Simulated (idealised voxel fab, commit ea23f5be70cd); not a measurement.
Process module in this document: voxel trench capacitor
Section shown: cut. Width: 285 nm. Cell size: 5 nm, square.
Bands, listed from the top down, are how a cross-section gets written in this document; the cross-section itself is a grid of square cells, and a band is one or more rows of them. Look at the band entry: it leads with the top's height and the bottom's height in nm. Then it lists the materials left to right, with a width in nm for each. The word "all across" on a single material says that material fills the band edge to edge. The word "blank" is empty space. Convention: height 0 is the level below which the wafer, as received, is all one material. The lowest band does not terminate at the bottom but continues downward, represented as "0 and below". The expression "30->40" gives the width at the extremes of the band, the first number at its top row of cells and the second at its bottom row, with the width changing by equal amounts from each row to the next in between. It should be understood that the words "no change", when stated for a given step, signify that the cross-section underwent no change in any of its cells during that step. Listed in "Catalogued sealed voids": every empty space of 8 or more cells without an open way to the top. Form: width x height at distance, the distance being from the left edge, all in nm. Step line, after settings: the simulator's comment on this step. overlay nm: right-of-plan distance of the mask on a masked step; negative values mean left-of-plan.
[The following list gives the planned process steps]
1. RECEIVE (material Si)
2. CONFORMAL_DEP (material SiN; thk nm 5)
3. MASKED_ETCH (tone open; mask id TRENCH; width nm 20; pitch nm 45; etch materials SiN; depth nm 5; overlay nm 0)
4. MASKED_ETCH (tone open; mask id TRENCH; width nm 20; pitch nm 45; etch materials Si; depth nm 25; overlay nm 0)
5. CONFORMAL_DEP (material SiO2; thk nm 5)
6. FILL_DEP (material polySi; thk nm 5)
7. CMP (height nm 5)
[Wafer at receipt (post step 1), cross-section]
* 0 and below: Si all across
* Catalogued sealed voids: none
[Cross-section, end of module. Start: as above. Plan: as above. Execution: one mistake]
* 5 down to 0: SiN (90); SiO2 (5); polySi (5); SiO2 (5); SiN (30); SiO2 (5); polySi (5); SiO2 (5); SiN (30); SiO2 (5); polySi (5); SiO2 (5); SiN (90)
* 0 down to -20: Si (90); SiO2 (5); polySi (5); SiO2 (5); Si (30); SiO2 (5); polySi (5); SiO2 (5); Si (30); SiO2 (5); polySi (5); SiO2 (5); Si (90)
* -20 down to -25: Si (90); SiO2 (15); Si (30); SiO2 (15); Si (30); SiO2 (15); Si (90)
* -25 and below: Si all across
* Catalogued sealed voids: none
Diagnosis: step 3 was not run as planned; what actually ran was MASKED_ETCH (tone open; mask id TRENCH; width nm 15; pitch nm 45; etch materials SiN; depth nm 5; overlay nm 0)
